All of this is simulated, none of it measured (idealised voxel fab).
Proc. module: voxel self aligned vias
cross-section cut | 205 nm wide | cells 5 nm
Each cross-section below is a grid of square cells, stated as bands in top-down order, with one or more rows of cells making up each band. Band entry format. Leading values: height of top, height of bottom, nm. Remainder: materials in left-to-right order, each with its width in nm. Special words: "everywhere" on a single material, which then fills the band edge to edge; "air", empty space. The reference from which all heights are counted is 0, the level beneath which the as-received wafer is entirely one material; the lowest band, having no lower bound, proceeds downward and is written after the example "top 0, no bottom". Width "30 to 40": first value at the band's top row of cells, second value at its bottom row, equal change from row to row. You'll sometimes find "no alterations made" written for a step, and that's the way of saying that nowhere in the cross-section did a cell change during that step. Entry "Trapped cavities". Content: empty spaces with no open connection to the top, size 8 cells or greater. Each: width x height at distance. Distance: from left edge. Unit: nm. On a step's line, text after the settings is the simulator commenting on that step. overlay nm: on a step with a mask, how far right of its planned place the mask lay; negative means left.

-- Below is the list of planned process steps
1,RECEIVE | material Si
2,CONFORMAL_DEP | material SiO2 | thk nm 10
3,CONFORMAL_DEP | material SiCN | thk nm 5
4,DIRECTIONAL_DEP | material SiO2 | thk nm 25
5,PATTERN | tone open | mask id LINES | material resist | width nm 20 | pitch nm 65 | thk nm 20 | overlay nm 0
6,DIRECTIONAL_ETCH | etch materials SiO2 | depth nm 25
7,STRIP | etch materials resist
8,CONFORMAL_DEP | material TiN | thk nm 5
9,FILL_DEP | material W | thk nm 10
10,CMP | height nm 40
11,SELECTIVE_ETCH | etch materials W Ru TiN | depth nm 5
12,FILL_DEP | material SiN | thk nm 5
13,CMP | height nm 40
14,DIRECTIONAL_DEP | material SiO2 | thk nm 20
15,PATTERN | tone open | mask id VIAS | material resist | width nm 40 | pitch nm 130 | thk nm 20 | overlay nm 0
16,DIRECTIONAL_ETCH | etch materials SiO2 | depth nm 20
17,DIRECTIONAL_ETCH | etch materials SiN | depth nm 5
18,STRIP | etch materials resist
19,CONFORMAL_DEP | material TiN | thk nm 5
20,FILL_DEP | material Ru | thk nm 5
21,CMP | height nm 60
22,CONFORMAL_DEP | material SiN | thk nm 5

-- First wafer of two (run as planned)

-- Cross-sectional view of the wafer in its as-received condition, corresponding to the state after step 1
* top 0, no bottom  Si everywhere
* Trapped cavities: none

-- Cross-section: wafer state after step 2
* top 10, bottom 0  SiO2 everywhere
* Everything under 0 stays put, no change at all.

-- Cross-section: wafer state after step 3
* top 15, bottom 10  SiCN everywhere
* Everything under 10 stays put, no change at all.

-- Cross-section: wafer state after step 4
* top 40, bottom 15  SiO2 everywhere
* Everything under 15 stays put, no change at all.

-- Cross-section: wafer state after step 5
* top 60, bottom 40  25 nm resist | 20 nm air | 45 nm resist | 20 nm air | 45 nm resist | 20 nm air | 30 nm resist
* Everything under 40 stays put, no change at all.

-- Cross-section: wafer state after step 6
* top 60, bottom 40  25 nm resist | 20 nm air | 45 nm resist | 20 nm air | 45 nm resist | 20 nm air | 30 nm resist
* top 40, bottom 15  25 nm SiO2 | 20 nm air | 45 nm SiO2 | 20 nm air | 45 nm SiO2 | 20 nm air | 30 nm SiO2
* Everything under 15 stays put, no change at all.

-- Cross-section: wafer state after step 7
* top 40, bottom 15  25 nm SiO2 | 20 nm air | 45 nm SiO2 | 20 nm air | 45 nm SiO2 | 20 nm air | 30 nm SiO2
* Everything under 15 stays put, no change at all.

-- Cross-section: wafer state after step 8
* top 45, bottom 40  30 nm TiN | 10 nm air | 55 nm TiN | 10 nm air | 55 nm TiN | 10 nm air | 35 nm TiN
* top 40, bottom 20  25 nm SiO2 | 5 nm TiN | 10 nm air | 5 nm TiN | 45 nm SiO2 | 5 nm TiN | 10 nm air | 5 nm TiN | 45 nm SiO2 | 5 nm TiN | 10 nm air | 5 nm TiN | 30 nm SiO2
* top 20, bottom 15  25 nm SiO2 | 20 nm TiN | 45 nm SiO2 | 20 nm TiN | 45 nm SiO2 | 20 nm TiN | 30 nm SiO2
* Everything under 15 stays put, no change at all.

-- Cross-section: wafer state after step 9
* top 55, bottom 45  W everywhere
* top 45, bottom 40  30 nm TiN | 10 nm W | 55 nm TiN | 10 nm W | 55 nm TiN | 10 nm W | 35 nm TiN
* top 40, bottom 20  25 nm SiO2 | 5 nm TiN | 10 nm W | 5 nm TiN | 45 nm SiO2 | 5 nm TiN | 10 nm W | 5 nm TiN | 45 nm SiO2 | 5 nm TiN | 10 nm W | 5 nm TiN | 30 nm SiO2
* Everything under 20 stays put, no change at all.

-- Cross-section: wafer state after step 10
* top 40, bottom 20  25 nm SiO2 | 5 nm TiN | 10 nm W | 5 nm TiN | 45 nm SiO2 | 5 nm TiN | 10 nm W | 5 nm TiN | 45 nm SiO2 | 5 nm TiN | 10 nm W | 5 nm TiN | 30 nm SiO2
* Everything under 20 stays put, no change at all.

-- Cross-section: wafer state after step 11
* top 40, bottom 35  25 nm SiO2 | 20 nm air | 45 nm SiO2 | 20 nm air | 45 nm SiO2 | 20 nm air | 30 nm SiO2
* Everything under 35 stays put, no change at all.

-- Cross-section: wafer state after step 12
* top 45, bottom 40  SiN everywhere
* top 40, bottom 35  25 nm SiO2 | 20 nm SiN | 45 nm SiO2 | 20 nm SiN | 45 nm SiO2 | 20 nm SiN | 30 nm SiO2
* Everything under 35 stays put, no change at all.

-- Cross-section: wafer state after step 13
* top 40, bottom 35  25 nm SiO2 | 20 nm SiN | 45 nm SiO2 | 20 nm SiN | 45 nm SiO2 | 20 nm SiN | 30 nm SiO2
* Everything under 35 stays put, no change at all.

-- Cross-section: wafer state after step 14
* top 60, bottom 40  SiO2 everywhere
* Everything under 40 stays put, no change at all.

-- Cross-section: wafer state after step 15
* top 80, bottom 60  15 nm resist | 40 nm air | 90 nm resist | 40 nm air | 20 nm resist
* Everything under 60 stays put, no change at all.

-- Cross-section: wafer state after step 16
* top 80, bottom 60  15 nm resist | 40 nm air | 90 nm resist | 40 nm air | 20 nm resist
* top 60, bottom 40  15 nm SiO2 | 40 nm air | 90 nm SiO2 | 40 nm air | 20 nm SiO2
* Everything under 40 stays put, no change at all.

-- Cross-section: wafer state after step 17
* top 80, bottom 60  15 nm resist | 40 nm air | 90 nm resist | 40 nm air | 20 nm resist
* top 60, bottom 40  15 nm SiO2 | 40 nm air | 90 nm SiO2 | 40 nm air | 20 nm SiO2
* top 40, bottom 35  25 nm SiO2 | 20 nm air | 45 nm SiO2 | 20 nm SiN | 45 nm SiO2 | 20 nm air | 30 nm SiO2
* Everything under 35 stays put, no change at all.

-- Cross-section: wafer state after step 18
* top 60, bottom 40  15 nm SiO2 | 40 nm air | 90 nm SiO2 | 40 nm air | 20 nm SiO2
* Everything under 40 stays put, no change at all.

-- Cross-section: wafer state after step 19
* top 65, bottom 60  20 nm TiN | 30 nm air | 100 nm TiN | 30 nm air | 25 nm TiN
* top 60, bottom 45  15 nm SiO2 | 5 nm TiN | 30 nm air | 5 nm TiN | 90 nm SiO2 | 5 nm TiN | 30 nm air | 5 nm TiN | 20 nm SiO2
* top 45, bottom 40  15 nm SiO2 | 15 nm TiN | 10 nm air | 15 nm TiN | 90 nm SiO2 | 15 nm TiN | 10 nm air | 15 nm TiN | 20 nm SiO2
* top 40, bottom 35  25 nm SiO2 | 20 nm TiN | 45 nm SiO2 | 20 nm SiN | 45 nm SiO2 | 20 nm TiN | 30 nm SiO2
* Everything under 35 stays put, no change at all.

-- Cross-section: wafer state after step 20
* top 70, bottom 65  Ru everywhere
* top 65, bottom 60  20 nm TiN | 30 nm Ru | 100 nm TiN | 30 nm Ru | 25 nm TiN
* top 60, bottom 45  15 nm SiO2 | 5 nm TiN | 30 nm Ru | 5 nm TiN | 90 nm SiO2 | 5 nm TiN | 30 nm Ru | 5 nm TiN | 20 nm SiO2
* top 45, bottom 40  15 nm SiO2 | 15 nm TiN | 10 nm Ru | 15 nm TiN | 90 nm SiO2 | 15 nm TiN | 10 nm Ru | 15 nm TiN | 20 nm SiO2
* Everything under 40 stays put, no change at all.

-- Cross-section: wafer state after step 21
* top 60, bottom 45  15 nm SiO2 | 5 nm TiN | 30 nm Ru | 5 nm TiN | 90 nm SiO2 | 5 nm TiN | 30 nm Ru | 5 nm TiN | 20 nm SiO2
* Everything under 45 stays put, no change at all.

-- Cross-section: wafer state after step 22
* top 65, bottom 60  SiN everywhere
* Everything under 60 stays put, no change at all.

-- Second wafer, same starting state and plan as the first, one mistake in the run, identical through step 4

-- Second wafer, section view, time point: scheduled end of step 5
* top 60, bottom 40  15 nm resist | 20 nm air | 45 nm resist | 20 nm air | 45 nm resist | 20 nm air | 40 nm resist
* Everything under 40 stays put, no change at all.

-- Second wafer, section view, time point: scheduled end of step 6
* top 60, bottom 40  15 nm resist | 20 nm air | 45 nm resist | 20 nm air | 45 nm resist | 20 nm air | 40 nm resist
* top 40, bottom 15  15 nm SiO2 | 20 nm air | 45 nm SiO2 | 20 nm air | 45 nm SiO2 | 20 nm air | 40 nm SiO2
* Everything under 15 stays put, no change at all.

-- Second wafer, section view, time point: scheduled end of step 7
* top 40, bottom 15  15 nm SiO2 | 20 nm air | 45 nm SiO2 | 20 nm air | 45 nm SiO2 | 20 nm air | 40 nm SiO2
* Everything under 15 stays put, no change at all.

-- Second wafer, section view, time point: scheduled end of step 8
* top 45, bottom 40  20 nm TiN | 10 nm air | 55 nm TiN | 10 nm air | 55 nm TiN | 10 nm air | 45 nm TiN
* top 40, bottom 20  15 nm SiO2 | 5 nm TiN | 10 nm air | 5 nm TiN | 45 nm SiO2 | 5 nm TiN | 10 nm air | 5 nm TiN | 45 nm SiO2 | 5 nm TiN | 10 nm air | 5 nm TiN | 40 nm SiO2
* top 20, bottom 15  15 nm SiO2 | 20 nm TiN | 45 nm SiO2 | 20 nm TiN | 45 nm SiO2 | 20 nm TiN | 40 nm SiO2
* Everything under 15 stays put, no change at all.

-- Second wafer, section view, time point: scheduled end of step 9
* top 55, bottom 45  W everywhere
* top 45, bottom 40  20 nm TiN | 10 nm W | 55 nm TiN | 10 nm W | 55 nm TiN | 10 nm W | 45 nm TiN
* top 40, bottom 20  15 nm SiO2 | 5 nm TiN | 10 nm W | 5 nm TiN | 45 nm SiO2 | 5 nm TiN | 10 nm W | 5 nm TiN | 45 nm SiO2 | 5 nm TiN | 10 nm W | 5 nm TiN | 40 nm SiO2
* Everything under 20 stays put, no change at all.

-- Second wafer, section view, time point: scheduled end of step 10
* top 40, bottom 20  15 nm SiO2 | 5 nm TiN | 10 nm W | 5 nm TiN | 45 nm SiO2 | 5 nm TiN | 10 nm W | 5 nm TiN | 45 nm SiO2 | 5 nm TiN | 10 nm W | 5 nm TiN | 40 nm SiO2
* Everything under 20 stays put, no change at all.

-- Second wafer, section view, time point: scheduled end of step 11
* top 40, bottom 35  15 nm SiO2 | 20 nm air | 45 nm SiO2 | 20 nm air | 45 nm SiO2 | 20 nm air | 40 nm SiO2
* Everything under 35 stays put, no change at all.

-- Second wafer, section view, time point: scheduled end of step 12
* top 45, bottom 40  SiN everywhere
* top 40, bottom 35  15 nm SiO2 | 20 nm SiN | 45 nm SiO2 | 20 nm SiN | 45 nm SiO2 | 20 nm SiN | 40 nm SiO2
* Everything under 35 stays put, no change at all.

-- Second wafer, section view, time point: scheduled end of step 13
* top 40, bottom 35  15 nm SiO2 | 20 nm SiN | 45 nm SiO2 | 20 nm SiN | 45 nm SiO2 | 20 nm SiN | 40 nm SiO2
* Everything under 35 stays put, no change at all.

-- Second wafer, section view, time point: scheduled end of step 14
* top 60, bottom 40  SiO2 everywhere
* Everything under 40 stays put, no change at all.

-- Second wafer, section view, time point: scheduled end of step 15
* top 80, bottom 60  15 nm resist | 40 nm air | 90 nm resist | 40 nm air | 20 nm resist
* Everything under 60 stays put, no change at all.

-- Second wafer, section view, time point: scheduled end of step 16
* top 80, bottom 60  15 nm resist | 40 nm air | 90 nm resist | 40 nm air | 20 nm resist
* top 60, bottom 40  15 nm SiO2 | 40 nm air | 90 nm SiO2 | 40 nm air | 20 nm SiO2
* Everything under 40 stays put, no change at all.

-- Second wafer, section view, time point: scheduled end of step 17
* top 80, bottom 60  15 nm resist | 40 nm air | 90 nm resist | 40 nm air | 20 nm resist
* top 60, bottom 40  15 nm SiO2 | 40 nm air | 90 nm SiO2 | 40 nm air | 20 nm SiO2
* top 40, bottom 35  15 nm SiO2 | 20 nm air | 45 nm SiO2 | 20 nm SiN | 45 nm SiO2 | 20 nm air | 40 nm SiO2
* Everything under 35 stays put, no change at all.

-- Second wafer, section view, time point: scheduled end of step 18
* top 60, bottom 40  15 nm SiO2 | 40 nm air | 90 nm SiO2 | 40 nm air | 20 nm SiO2
* Everything under 40 stays put, no change at all.

-- Second wafer, section view, time point: scheduled end of step 19
* top 65, bottom 60  20 nm TiN | 30 nm air | 100 nm TiN | 30 nm air | 25 nm TiN
* top 60, bottom 45  15 nm SiO2 | 5 nm TiN | 30 nm air | 5 nm TiN | 90 nm SiO2 | 5 nm TiN | 30 nm air | 5 nm TiN | 20 nm SiO2
* top 45, bottom 40  15 nm SiO2 | 5 nm TiN | 10 nm air | 25 nm TiN | 90 nm SiO2 | 5 nm TiN | 10 nm air | 25 nm TiN | 20 nm SiO2
* top 40, bottom 35  15 nm SiO2 | 20 nm TiN | 45 nm SiO2 | 20 nm SiN | 45 nm SiO2 | 20 nm TiN | 40 nm SiO2
* Everything under 35 stays put, no change at all.

-- Second wafer, section view, time point: scheduled end of step 20
* top 70, bottom 65  Ru everywhere
* top 65, bottom 60  20 nm TiN | 30 nm Ru | 100 nm TiN | 30 nm Ru | 25 nm TiN
* top 60, bottom 45  15 nm SiO2 | 5 nm TiN | 30 nm Ru | 5 nm TiN | 90 nm SiO2 | 5 nm TiN | 30 nm Ru | 5 nm TiN | 20 nm SiO2
* top 45, bottom 40  15 nm SiO2 | 5 nm TiN | 10 nm Ru | 25 nm TiN | 90 nm SiO2 | 5 nm TiN | 10 nm Ru | 25 nm TiN | 20 nm SiO2
* Everything under 40 stays put, no change at all.

-- Second wafer, section view, time point: scheduled end of step 21
* top 60, bottom 45  15 nm SiO2 | 5 nm TiN | 30 nm Ru | 5 nm TiN | 90 nm SiO2 | 5 nm TiN | 30 nm Ru | 5 nm TiN | 20 nm SiO2
* Everything under 45 stays put, no change at all.

-- Second wafer, section view, time point: scheduled end of step 22
* top 65, bottom 60  SiN everywhere
* Everything under 60 stays put, no change at all.
Against the plan, the run slipped here: off-plan run, step 5, actual operation and settings PATTERN | tone open | mask id LINES | material resist | width nm 20 | pitch nm 65 | thk nm 20 | overlay nm -10
At the close, every material occupies the same number of cells on the second wafer as on the first, only in different positions.
